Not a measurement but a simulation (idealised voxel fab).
process module | voxel gate over fins
cross-section cut | 260 nm wide | cells 5 nm
A cross-section is a grid of square cells, given in bands from the top down. A band is one or more rows of cells.
Each band's line starts with the height of the band's top and of its bottom, in nm. Then come its materials from left to right, each with its width in nm. One material with "throughout" fills the band from edge to edge. "air" is empty space.
Height 0 is the level under which the wafer as received is all one material. The lowest band goes on downwards, as in "0 down".
A width such as "30 to 40" changes by the same amount from each row of cells to the next, from the band's top row to its bottom row.
"no change" after a step means that no cell of the cross-section changed.
closed voids: empty space of 8 cells or more with no open way to the top, each as width x height at its distance from the left edge, in nm
after a step's settings: what the simulator itself notes on the step
overlay nm, on a step with a mask: how far to the right of its planned place the mask lay; to the left if negative
plan
1 op RECEIVE | material Si
2 op CONFORMAL_DEP | material SiN | thk nm 10
3 op MASKED_ETCH | tone cover | mask id FINS | width nm 15 | pitch nm 45 | etch materials SiN | depth nm 10 | overlay nm 0
4 op MASKED_ETCH | tone cover | mask id FINS | width nm 15 | pitch nm 45 | etch materials Si | depth nm 35 | overlay nm 0
5 op OXIDIZE | depth nm 5
6 op FILL_DEP | material SiO2 | thk nm 15
7 op CMP | height nm 10
8 op SELECTIVE_ETCH | etch materials SiO2 | depth nm 20
9 op STRIP | etch materials SiN
10 op CONFORMAL_DEP | material HfO2 | thk nm 5
11 op CONFORMAL_DEP | material TiN | thk nm 5
12 op CONFORMAL_DEP | material TiAl | thk nm 5
13 op CONFORMAL_DEP | material TiN | thk nm 5
14 op FILL_DEP | material W | thk nm 15
15 op CMP | height nm 30
16 op CONFORMAL_DEP | material SiN | thk nm 10
first wafer, as planned
as received, after step 1
  0 down: Si throughout
  closed voids: none
after step 2
  10 to 0: SiN throughout
  below 0: unchanged
after step 3
  10 to 0: air 75 | SiN 15 | air 30 | SiN 15 | air 30 | SiN 15 | air 80
  below 0: unchanged
after step 4
  10 to 0: air 75 | SiN 15 | air 30 | SiN 15 | air 30 | SiN 15 | air 80
  0 to -35: air 75 | Si 15 | air 30 | Si 15 | air 30 | Si 15 | air 80
  below -35: unchanged
after step 5
  10 to 0: air 75 | SiN 15 | air 30 | SiN 15 | air 30 | SiN 15 | air 80
  0 to -35: air 75 | SiO2 5 | Si 5 | SiO2 5 | air 30 | SiO2 5 | Si 5 | SiO2 5 | air 30 | SiO2 5 | Si 5 | SiO2 5 | air 80
  -35 to -40: SiO2 80 | Si 5 | SiO2 40 | Si 5 | SiO2 40 | Si 5 | SiO2 85
  below -40: unchanged
after step 6
  25 to 10: SiO2 throughout
  10 to 0: SiO2 75 | SiN 15 | SiO2 30 | SiN 15 | SiO2 30 | SiN 15 | SiO2 80
  0 to -40: SiO2 80 | Si 5 | SiO2 40 | Si 5 | SiO2 40 | Si 5 | SiO2 85
  below -40: unchanged
after step 7
  10 to 0: SiO2 75 | SiN 15 | SiO2 30 | SiN 15 | SiO2 30 | SiN 15 | SiO2 80
  below 0: unchanged
after step 8
  10 to 0: air 75 | SiN 15 | air 30 | SiN 15 | air 30 | SiN 15 | air 80
  0 to -10: air 80 | Si 5 | air 40 | Si 5 | air 40 | Si 5 | air 85
  below -10: unchanged
after step 9
  0 to -10: air 80 | Si 5 | air 40 | Si 5 | air 40 | Si 5 | air 85
  below -10: unchanged
after step 10
  5 to 0: air 75 | HfO2 15 | air 30 | HfO2 15 | air 30 | HfO2 15 | air 80
  0 to -5: air 75 | HfO2 5 | Si 5 | HfO2 5 | air 30 | HfO2 5 | Si 5 | HfO2 5 | air 30 | HfO2 5 | Si 5 | HfO2 5 | air 80
  -5 to -10: HfO2 80 | Si 5 | HfO2 40 | Si 5 | HfO2 40 | Si 5 | HfO2 85
  below -10: unchanged
after step 11
  10 to 5: air 70 | TiN 25 | air 20 | TiN 25 | air 20 | TiN 25 | air 75
  5 to 0: air 70 | TiN 5 | HfO2 15 | TiN 5 | air 20 | TiN 5 | HfO2 15 | TiN 5 | air 20 | TiN 5 | HfO2 15 | TiN 5 | air 75
  0 to -5: TiN 75 | HfO2 5 | Si 5 | HfO2 5 | TiN 30 | HfO2 5 | Si 5 | HfO2 5 | TiN 30 | HfO2 5 | Si 5 | HfO2 5 | TiN 80
  below -5: unchanged
after step 12
  15 to 10: air 65 | TiAl 35 | air 10 | TiAl 35 | air 10 | TiAl 35 | air 70
  10 to 5: air 65 | TiAl 5 | TiN 25 | TiAl 5 | air 10 | TiAl 5 | TiN 25 | TiAl 5 | air 10 | TiAl 5 | TiN 25 | TiAl 5 | air 70
  5 to 0: TiAl 70 | TiN 5 | HfO2 15 | TiN 5 | TiAl 20 | TiN 5 | HfO2 15 | TiN 5 | TiAl 20 | TiN 5 | HfO2 15 | TiN 5 | TiAl 75
  below 0: unchanged
after step 13
  20 to 15: air 60 | TiN 135 | air 65
  15 to 10: air 60 | TiN 5 | TiAl 35 | TiN 10 | TiAl 35 | TiN 10 | TiAl 35 | TiN 5 | air 65
  10 to 5: TiN 65 | TiAl 5 | TiN 25 | TiAl 5 | TiN 10 | TiAl 5 | TiN 25 | TiAl 5 | TiN 10 | TiAl 5 | TiN 25 | TiAl 5 | TiN 70
  below 5: unchanged
after step 14
  35 to 20: W throughout
  20 to 15: W 60 | TiN 135 | W 65
  15 to 10: W 60 | TiN 5 | TiAl 35 | TiN 10 | TiAl 35 | TiN 10 | TiAl 35 | TiN 5 | W 65
  below 10: unchanged
after step 15
  30 to 20: W throughout
  below 20: unchanged
after step 16
  40 to 30: SiN throughout
  below 30: unchanged
second wafer: like start, like plan, one mistake. Through step 3 it matches the first wafer
when step 4 should have ended
  10 to 0: air 75 | SiN 15 | air 30 | SiN 15 | air 30 | SiN 15 | air 80
  0 to -35: air 70 | Si 25 | air 20 | Si 25 | air 20 | Si 25 | air 75
  below -35: unchanged
when step 5 should have ended
  10 to 0: air 75 | SiN 15 | air 30 | SiN 15 | air 30 | SiN 15 | air 80
  0 to -5: air 70 | SiO2 10 | Si 5 | SiO2 10 | air 20 | SiO2 10 | Si 5 | SiO2 10 | air 20 | SiO2 10 | Si 5 | SiO2 10 | air 75
  -5 to -35: air 70 | SiO2 5 | Si 15 | SiO2 5 | air 20 | SiO2 5 | Si 15 | SiO2 5 | air 20 | SiO2 5 | Si 15 | SiO2 5 | air 75
  -35 to -40: SiO2 75 | Si 15 | SiO2 30 | Si 15 | SiO2 30 | Si 15 | SiO2 80
  below -40: unchanged
when step 6 should have ended
  25 to 10: SiO2 throughout
  10 to 0: SiO2 75 | SiN 15 | SiO2 30 | SiN 15 | SiO2 30 | SiN 15 | SiO2 80
  0 to -5: SiO2 80 | Si 5 | SiO2 40 | Si 5 | SiO2 40 | Si 5 | SiO2 85
  -5 to -40: SiO2 75 | Si 15 | SiO2 30 | Si 15 | SiO2 30 | Si 15 | SiO2 80
  below -40: unchanged
when step 7 should have ended
  10 to 0: SiO2 75 | SiN 15 | SiO2 30 | SiN 15 | SiO2 30 | SiN 15 | SiO2 80
  below 0: unchanged
when step 8 should have ended
  10 to 0: air 75 | SiN 15 | air 30 | SiN 15 | air 30 | SiN 15 | air 80
  0 to -10: air 80 to 75 | Si 5 to 15 | air 40 to 30 | Si 5 to 15 | air 40 to 30 | Si 5 to 15 | air 85 to 80
  below -10: unchanged
when step 9 should have ended
  0 to -10: air 80 to 75 | Si 5 to 15 | air 40 to 30 | Si 5 to 15 | air 40 to 30 | Si 5 to 15 | air 85 to 80
  below -10: unchanged
when step 10 should have ended
  5 to 0: air 75 | HfO2 15 | air 30 | HfO2 15 | air 30 | HfO2 15 | air 80
  0 to -5: air 70 | HfO2 10 | Si 5 | HfO2 10 | air 20 | HfO2 10 | Si 5 | HfO2 10 | air 20 | HfO2 10 | Si 5 | HfO2 10 | air 75
  -5 to -10: HfO2 75 | Si 15 | HfO2 30 | Si 15 | HfO2 30 | Si 15 | HfO2 80
  below -10: unchanged
when step 11 should have ended
  10 to 5: air 70 | TiN 25 | air 20 | TiN 25 | air 20 | TiN 25 | air 75
  5 to 0: air 65 | TiN 10 | HfO2 15 | TiN 10 | air 10 | TiN 10 | HfO2 15 | TiN 10 | air 10 | TiN 10 | HfO2 15 | TiN 10 | air 70
  0 to -5: TiN 70 | HfO2 10 | Si 5 | HfO2 10 | TiN 20 | HfO2 10 | Si 5 | HfO2 10 | TiN 20 | HfO2 10 | Si 5 | HfO2 10 | TiN 75
  below -5: unchanged
when step 12 should have ended
  15 to 10: air 65 | TiAl 35 | air 10 | TiAl 35 | air 10 | TiAl 35 | air 70
  10 to 5: air 60 | TiAl 10 | TiN 25 | TiAl 20 | TiN 25 | TiAl 20 | TiN 25 | TiAl 10 | air 65
  5 to 0: TiAl 65 | TiN 10 | HfO2 15 | TiN 10 | TiAl 10 | TiN 10 | HfO2 15 | TiN 10 | TiAl 10 | TiN 10 | HfO2 15 | TiN 10 | TiAl 70
  below 0: unchanged
when step 13 should have ended
  20 to 15: air 60 | TiN 135 | air 65
  15 to 10: air 55 | TiN 10 | TiAl 35 | TiN 10 | TiAl 35 | TiN 10 | TiAl 35 | TiN 10 | air 60
  10 to 5: TiN 60 | TiAl 10 | TiN 25 | TiAl 20 | TiN 25 | TiAl 20 | TiN 25 | TiAl 10 | TiN 65
  below 5: unchanged
when step 14 should have ended
  35 to 20: W throughout
  20 to 15: W 60 | TiN 135 | W 65
  15 to 10: W 55 | TiN 10 | TiAl 35 | TiN 10 | TiAl 35 | TiN 10 | TiAl 35 | TiN 10 | W 60
  below 10: unchanged
when step 15 should have ended
  30 to 20: W throughout
  below 20: unchanged
when step 16 should have ended
  40 to 30: SiN throughout
  below 30: unchanged
what went wrong: step 4 ran as: op MASKED_ETCH | tone cover | mask id FINS | width nm 25 | pitch nm 45 | etch materials Si | depth nm 35 | overlay nm 0
at the end the second wafer has, in cells: 42 more of Si | 36 fewer of SiO2 | 4 fewer of TiN | 2 fewer of W
